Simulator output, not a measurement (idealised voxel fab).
The document below concerns the process module designated voxel plated lines.
Cross-section cut spans 240 nm and uses square cells 5 nm in size.
Think of the cross-section as a grid of square cells. We describe it in bands, top to bottom, and each band covers one or more rows of those cells.
What a band's entry tells you: where the top is and where the bottom is, as heights in nm, and after that what lies inside, material by material from left to right, each with its width in nm. Empty space is written as the word "blank", and a single material marked with the word "everywhere" occupies the band from edge to edge.
All heights in this document are referenced to 0, defined as the level beneath which the wafer, as received, consists entirely of one material. The lowest band is not bounded below; it extends indefinitely downward and is written in the form "0 -> down".
Width spec "30..40" -> top row of cells at first value, bottom row at second value, equal per-row change in between.
Key: "no alterations made" - step with no changed cell in the cross-section.
"Voids, enclosed" means: voids of 8 cells or more that are shut off from the top with no open way through. Written width x height at distance, distance from the left edge, in nm.
Anything after a step's settings on that line? It's the simulator's own note about the step.
overlay nm: on a step with a mask, how far right of its planned place the mask lay; negative means left.

[Listed below are the process steps as planned]
1 RECEIVE (material Si)
2 CONFORMAL_DEP (material SiO2; thk nm 5)
3 DIRECTIONAL_DEP (material TiN; thk nm 5)
4 PATTERN (tone open; mask id LINES; material resist; width nm 20; pitch nm 45; thk nm 35; overlay nm 0)
5 EPI (material Ru; thk nm 10)
6 EPI (material Ru; thk nm 10)
7 EPI (material Ru; thk nm 10)
8 STRIP (etch materials resist)
9 DIRECTIONAL_ETCH (etch materials TiN; depth nm 5)
10 CONFORMAL_DEP (material SiCN; thk nm 5)
Heads up: all these wafers start the same, and what changes between them is the width nm in step 4. The value you see in the plan is just what the first wafer got.

[First of several wafers, received after step 1, in cross-section]
- 0 -> down | Si everywhere
- Voids, enclosed: none

[Module end state after final step 10: cross-section of the first of several wafers]
- 45 -> 40 | blank 60 nm / SiCN 30 nm / blank 15 nm / SiCN 30 nm / blank 15 nm / SiCN 30 nm / blank 60 nm
- 40 -> 10 | blank 60 nm / SiCN 5 nm / Ru 20 nm / SiCN 5 nm / blank 15 nm / SiCN 5 nm / Ru 20 nm / SiCN 5 nm / blank 15 nm / SiCN 5 nm / Ru 20 nm / SiCN 5 nm / blank 60 nm
- 10 -> 5 | SiCN 65 nm / TiN 20 nm / SiCN 25 nm / TiN 20 nm / SiCN 25 nm / TiN 20 nm / SiCN 65 nm
- 5 -> 0 | SiO2 everywhere
- 0 -> down | Si everywhere
- Voids, enclosed: none

[Last wafer, end of module, cross-section]
- 45 -> 40 | blank 55 nm / SiCN 40 nm / blank 5 nm / SiCN 40 nm / blank 5 nm / SiCN 40 nm / blank 55 nm
- 40 -> 10 | blank 55 nm / SiCN 5 nm / Ru 30 nm / SiCN 5 nm / blank 5 nm / SiCN 5 nm / Ru 30 nm / SiCN 5 nm / blank 5 nm / SiCN 5 nm / Ru 30 nm / SiCN 5 nm / blank 55 nm
- 10 -> 5 | SiCN 60 nm / TiN 30 nm / SiCN 15 nm / TiN 30 nm / SiCN 15 nm / TiN 30 nm / SiCN 60 nm
- 5 -> 0 | SiO2 everywhere
- 0 -> down | Si everywhere
- Voids, enclosed: none

[Below: a row per wafer. Contents at end of module: for every material, cells gained since receipt (+) or lost since receipt (-); then closed voids]
width nm 20 | +72 Ru | +90 SiCN | +48 SiO2 | +12 TiN | Voids, enclosed: none
width nm 25 | +90 Ru | +90 SiCN | +48 SiO2 | +15 TiN | Voids, enclosed: none
width nm 30 | +108 Ru | +90 SiCN | +48 SiO2 | +18 TiN | Voids, enclosed: none
